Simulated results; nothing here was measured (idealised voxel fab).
Herein follows the process module entitled voxel air gaps.
cross-section cut | 215 nm wide | cells 5 nm
Cross-section spec: square-cell grid; bands listed top down; each band is one or more rows. For a band, the entry starts with two heights in nm, that of the top and then that of the bottom, and carries on with the band's materials in order from left to right, each alongside its width in nm; the word "full width" beside a single material means it fills the band edge to edge, and "blank" means empty space. Height reference: 0 = level under which incoming wafer is all one material. Lowest band: no bottom, runs on downward, e.g. "0 and below". Width: "30 to 40" (first number = top row, second number = bottom row, same change from row to row of cells). When a step is marked "nothing changed", none of the cells in the cross-section changed during that step. Closed empty spaces (no open way to the top) of 8 cells or more are what "Cavities, sealed" lists, each as width x height at distance from the left edge, nm for all three. On each step's line, the part that comes after the settings is the simulator's own comment on the step. Regarding "overlay nm": on a step with a mask, it is the distance the mask lay to the right of its planned place; a negative value places it to the left.
Here's what the planned process steps look like:
- 1: RECEIVE, material Si
- 2: CONFORMAL_DEP, material SiO2, thk nm 10
- 3: CONFORMAL_DEP, material SiN, thk nm 5
- 4: DIRECTIONAL_DEP, material SiO2, thk nm 40
- 5: DIRECTIONAL_DEP, material aC, thk nm 10
- 6: PATTERN, tone open, mask id LINES, material resist, width nm 20, pitch nm 45, thk nm 25, overlay nm 0
- 7: DIRECTIONAL_ETCH, etch materials aC, depth nm 10
- 8: STRIP, etch materials resist
- 9: DIRECTIONAL_ETCH, etch materials SiO2, depth nm 40
- 10: STRIP, etch materials aC
- 11: CONFORMAL_DEP, material TiN, thk nm 5
- 12: FILL_DEP, material Ru, thk nm 5
- 13: CMP, height nm 55
- 14: EPI, material Ru, thk nm 10
- 15: SELECTIVE_ETCH, etch materials SiO2, depth nm 50
- 16: CONFORMAL_DEP, material SiN, thk nm 5
Wafer as received: cross-section following step 1:
0 and below | Si full width
Cavities, sealed: none
Wafer cross-section at end of module: start and plan as shown above, one execution error:
80 down to 75 | 5 of blank, 205 of SiN, 5 of blank
75 down to 55 | 5 of blank, 5 of SiN, 195 of Ru, 5 of SiN, 5 of blank
55 down to 50 | 5 of blank, 25 of SiN, 5 of TiN, 10 of Ru, 5 of TiN, 25 of SiO2, 5 of TiN, 10 of Ru, 5 of TiN, 25 of SiO2, 5 of TiN, 10 of Ru, 5 of TiN, 25 of SiO2, 5 of TiN, 10 of Ru, 5 of TiN, 25 of SiN, 5 of blank
50 down to 20 | 25 of blank, 5 of SiN, 5 of TiN, 10 of Ru, 5 of TiN, 25 of SiO2, 5 of TiN, 10 of Ru, 5 of TiN, 25 of SiO2, 5 of TiN, 10 of Ru, 5 of TiN, 25 of SiO2, 5 of TiN, 10 of Ru, 5 of TiN, 5 of SiN, 25 of blank
20 down to 15 | 30 of SiN, 20 of TiN, 25 of SiO2, 20 of TiN, 25 of SiO2, 20 of TiN, 25 of SiO2, 20 of TiN, 30 of SiN
15 down to 10 | SiN full width
10 down to 0 | SiO2 full width
0 and below | Si full width
Cavities, sealed: none
Heads up, the wafer didn't run the way we planned it: step 14 of the plan saw execution twice
